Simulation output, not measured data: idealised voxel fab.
process module | voxel plated lines
cross-section cut | 245 nm wide | cells 5 nm
A cross-section is a grid of square cells, given in bands from the top down. A band is one or more rows of cells.
Each band's line starts with the height of the band's top and of its bottom, in nm. Then come its materials from left to right, each with its width in nm. One material with "throughout" fills the band from edge to edge. "air" is empty space.
Height 0 is the level under which the wafer as received is all one material. The lowest band goes on downwards, as in "0 down".
A width such as "30 to 40" changes by the same amount from each row of cells to the next, from the band's top row to its bottom row.
"no change" after a step means that no cell of the cross-section changed.
closed voids: empty space of 8 cells or more with no open way to the top, each as width x height at its distance from the left edge, in nm
after a step's settings: what the simulator itself notes on the step
overlay nm, on a step with a mask: how far to the right of its planned place the mask lay; to the left if negative
plan
1 op RECEIVE | material Si
2 op CONFORMAL_DEP | material SiN | thk nm 15
3 op DIRECTIONAL_DEP | material TiN | thk nm 5
4 op PATTERN | tone open | mask id LINES | material resist | width nm 15 | pitch nm 35 | thk nm 40 | overlay nm 0
5 op EPI | material Ru | thk nm 5
6 op EPI | material Ru | thk nm 5
7 op EPI | material Ru | thk nm 5
8 op STRIP | etch materials resist
9 op DIRECTIONAL_ETCH | etch materials TiN | depth nm 5
10 op CONFORMAL_DEP | material SiN | thk nm 10
as received, after step 1
  0 down: Si throughout
  closed voids: none
a wafer at the end: this start, this plan, one mistake
  60 to 50: air 70 | SiN 105 | air 70
  50 to 40: air 70 | SiN 10 | Ru 15 | SiN 20 | Ru 15 | SiN 20 | Ru 15 | SiN 10 | air 70
  40 to 35: SiN 80 | Ru 15 | SiN 20 | Ru 15 | SiN 20 | Ru 15 | SiN 80
  35 to 30: SiN 80 | TiN 15 | SiN 20 | TiN 15 | SiN 20 | TiN 15 | SiN 80
  30 to 0: SiN throughout
  0 down: Si throughout
  closed voids: none
what went wrong: step 2 was run twice
